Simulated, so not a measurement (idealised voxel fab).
process module | voxel ribs on slabs
cross-section cut | 225 nm wide | cells 5 nm
A cross-section is a grid of square cells, given in bands from the top down. A band is one or more rows of cells.
Each band's line starts with the height of the band's top and of its bottom, in nm. Then come its materials from left to right, each with its width in nm. One material with "throughout" fills the band from edge to edge. "air" is empty space.
Height 0 is the level under which the wafer as received is all one material. The lowest band goes on downwards, as in "0 down".
A width such as "30 to 40" changes by the same amount from each row of cells to the next, from the band's top row to its bottom row.
"no change" after a step means that no cell of the cross-section changed.
closed voids: empty space of 8 cells or more with no open way to the top, each as width x height at its distance from the left edge, in nm
after a step's settings: what the simulator itself notes on the step
overlay nm, on a step with a mask: how far to the right of its planned place the mask lay; to the left if negative
plan
1 op RECEIVE | material Si
2 op DIRECTIONAL_DEP | material SiO2 | thk nm 30
3 op DIRECTIONAL_DEP | material SiN | thk nm 25
4 op PATTERN | tone cover | mask id RIB | material resist | width nm 20 | thk nm 20 | overlay nm -15
5 op DIRECTIONAL_ETCH | etch materials SiN | depth nm 10
6 op STRIP | etch materials resist
7 op MASKED_ETCH | tone cover | mask id SLAB | width nm 80 | etch materials SiN | depth nm 15 | overlay nm 0
8 op FILL_DEP | material SiO2 | thk nm 25
9 op CMP | height nm 70
10 op DIRECTIONAL_DEP | material TiN | thk nm 10
11 op PATTERN | tone cover | mask id HEATER | material resist | width nm 30 | thk nm 15 | overlay nm 0
12 op DIRECTIONAL_ETCH | etch materials TiN | depth nm 10
13 op STRIP | etch materials resist
14 op CONFORMAL_DEP | material SiO2 | thk nm 5
varied across the wafers: overlay nm of step 4. The plan shows the first wafer's value. All wafers start alike
first wafer as received, after step 1
  0 down: Si throughout
  closed voids: none
first wafer at the end, after step 14
  85 to 80: air 90 | SiO2 40 | air 95
  80 to 75: air 90 | SiO2 5 | TiN 30 | SiO2 5 | air 95
  75 to 70: SiO2 95 | TiN 30 | SiO2 100
  70 to 55: SiO2 throughout
  55 to 45: SiO2 85 | SiN 20 | SiO2 120
  45 to 30: SiO2 70 | SiN 80 | SiO2 75
  30 to 0: SiO2 throughout
  0 down: Si throughout
  closed voids: none
last wafer at the end
  85 to 80: air 90 | SiO2 40 | air 95
  80 to 75: air 90 | SiO2 5 | TiN 30 | SiO2 5 | air 95
  75 to 70: SiO2 95 | TiN 30 | SiO2 100
  70 to 55: SiO2 throughout
  55 to 45: SiO2 115 | SiN 20 | SiO2 90
  45 to 30: SiO2 70 | SiN 80 | SiO2 75
  30 to 0: SiO2 throughout
  0 down: Si throughout
  closed voids: none
each wafer at the end: cells of each material gained (+) or lost (-) since it was received, then its closed voids
overlay nm -15 | +56 SiN | +623 SiO2 | +12 TiN | closed voids: none
overlay nm -10 | +56 SiN | +623 SiO2 | +12 TiN | closed voids: none
overlay nm -5 | +56 SiN | +623 SiO2 | +12 TiN | closed voids: none
overlay nm 0 | +56 SiN | +623 SiO2 | +12 TiN | closed voids: none
overlay nm 5 | +56 SiN | +623 SiO2 | +12 TiN | closed voids: none
overlay nm 10 | +56 SiN | +623 SiO2 | +12 TiN | closed voids: none
overlay nm 15 | +56 SiN | +623 SiO2 | +12 TiN | closed voids: none
